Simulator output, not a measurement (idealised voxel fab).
This section sets out a process module, namely voxel tone inversion.
Each square cell in cross-section cut measures 5 nm, and the section as a whole is 200 nm wide.
In what follows, cross-sections appear as grids of square cells, described through bands that run from the top down, where every band is one or more rows of cells.
Top, bottom (nm), then materials left to right with widths (nm); lone material tagged "everywhere" fills the whole band edge to edge; "air" = empty space.
Height is counted from the level 0, under which the received wafer is composed throughout of one material. The lowest of the bands is not closed at the bottom but continues downward, in the notation "0 nm and below".
The notation "30->40" denotes a width that varies across the rows of cells in the band, beginning at the first number in the top row, finishing at the second number in the bottom row, and changing by an identical amount from each row to the next.
No cell of the cross-section changed in a step that is given as "everything unchanged".
"Enclosed cavity list": empty spaces of 8 cells or more with no open way to the top, each given as width x height at distance, distance from the left edge, all in nm.
Heads up: the bit after the settings on a step's line is the simulator's remark on that step.
The setting "overlay nm" may be written on the line of a step. When the step uses a mask, the value reports how far to the right of the planned place the mask lay, and a negative value reports that it lay to the left.

**The following list gives the planned process steps**
1: RECEIVE with material Si
2: CONFORMAL_DEP with material SiN, thk nm 10
3: DIRECTIONAL_DEP with material polySi, thk nm 15
4: PATTERN with tone cover, mask id POSTS, material resist, width nm 15, pitch nm 35, thk nm 25, overlay nm 0
5: DIRECTIONAL_ETCH with etch materials polySi, depth nm 15
6: STRIP with etch materials resist
7: FILL_DEP with material SiO2, thk nm 10
8: CMP with height nm 25
9: STRIP with etch materials polySi
10: CONFORMAL_DEP with material TiN, thk nm 5
11: FILL_DEP with material Ru, thk nm 10
12: CMP with height nm 25
13: CONFORMAL_DEP with material SiN, thk nm 5

**The first of two wafers, run as planned**

**Cross-section, incoming material, after step 1**
0 nm and below: Si everywhere
Enclosed cavity list: none

**Wafer section view after processing step 2**
10 nm to 0 nm: SiN everywhere
Rest of section, below 0: as before.

**Wafer section view after processing step 3**
25 nm to 10 nm: polySi everywhere
Rest of section, below 10: as before.

**Wafer section view after processing step 4**
50 nm to 25 nm: air 55 | resist 15 | air 20 | resist 15 | air 20 | resist 15 | air 60
Rest of section, below 25: as before.

**Wafer section view after processing step 5**
50 nm to 25 nm: air 55 | resist 15 | air 20 | resist 15 | air 20 | resist 15 | air 60
25 nm to 10 nm: air 55 | polySi 15 | air 20 | polySi 15 | air 20 | polySi 15 | air 60
Rest of section, below 10: as before.

**Wafer section view after processing step 6**
25 nm to 10 nm: air 55 | polySi 15 | air 20 | polySi 15 | air 20 | polySi 15 | air 60
Rest of section, below 10: as before.

**Wafer section view after processing step 7**
35 nm to 25 nm: SiO2 everywhere
25 nm to 10 nm: SiO2 55 | polySi 15 | SiO2 20 | polySi 15 | SiO2 20 | polySi 15 | SiO2 60
Rest of section, below 10: as before.

**Wafer section view after processing step 8**
25 nm to 10 nm: SiO2 55 | polySi 15 | SiO2 20 | polySi 15 | SiO2 20 | polySi 15 | SiO2 60
Rest of section, below 10: as before.

**Wafer section view after processing step 9**
25 nm to 10 nm: SiO2 55 | air 15 | SiO2 20 | air 15 | SiO2 20 | air 15 | SiO2 60
Rest of section, below 10: as before.

**Wafer section view after processing step 10**
30 nm to 25 nm: TiN 60 | air 5 | TiN 30 | air 5 | TiN 30 | air 5 | TiN 65
25 nm to 15 nm: SiO2 55 | TiN 5 | air 5 | TiN 5 | SiO2 20 | TiN 5 | air 5 | TiN 5 | SiO2 20 | TiN 5 | air 5 | TiN 5 | SiO2 60
15 nm to 10 nm: SiO2 55 | TiN 15 | SiO2 20 | TiN 15 | SiO2 20 | TiN 15 | SiO2 60
Rest of section, below 10: as before.

**Wafer section view after processing step 11**
40 nm to 30 nm: Ru everywhere
30 nm to 25 nm: TiN 60 | Ru 5 | TiN 30 | Ru 5 | TiN 30 | Ru 5 | TiN 65
25 nm to 15 nm: SiO2 55 | TiN 5 | Ru 5 | TiN 5 | SiO2 20 | TiN 5 | Ru 5 | TiN 5 | SiO2 20 | TiN 5 | Ru 5 | TiN 5 | SiO2 60
Rest of section, below 15: as before.

**Wafer section view after processing step 12**
25 nm to 15 nm: SiO2 55 | TiN 5 | Ru 5 | TiN 5 | SiO2 20 | TiN 5 | Ru 5 | TiN 5 | SiO2 20 | TiN 5 | Ru 5 | TiN 5 | SiO2 60
Rest of section, below 15: as before.

**Wafer section view after processing step 13**
30 nm to 25 nm: SiN everywhere
Rest of section, below 25: as before.

**Wafer two of the pair: same origin, same plan, one error during the run; identical to wafer one up to and including step 12**

**The second wafer cut through, at the time step 13 was supposed to be finished**
30 nm to 25 nm: SiO2 everywhere
Rest of section, below 25: as before.
Finding, execution versus plan: not per plan at step 13, really ran CONFORMAL_DEP with material SiO2, thk nm 5
Cell-count delta at end, second wafer over first, by material: -40 SiN | +40 SiO2
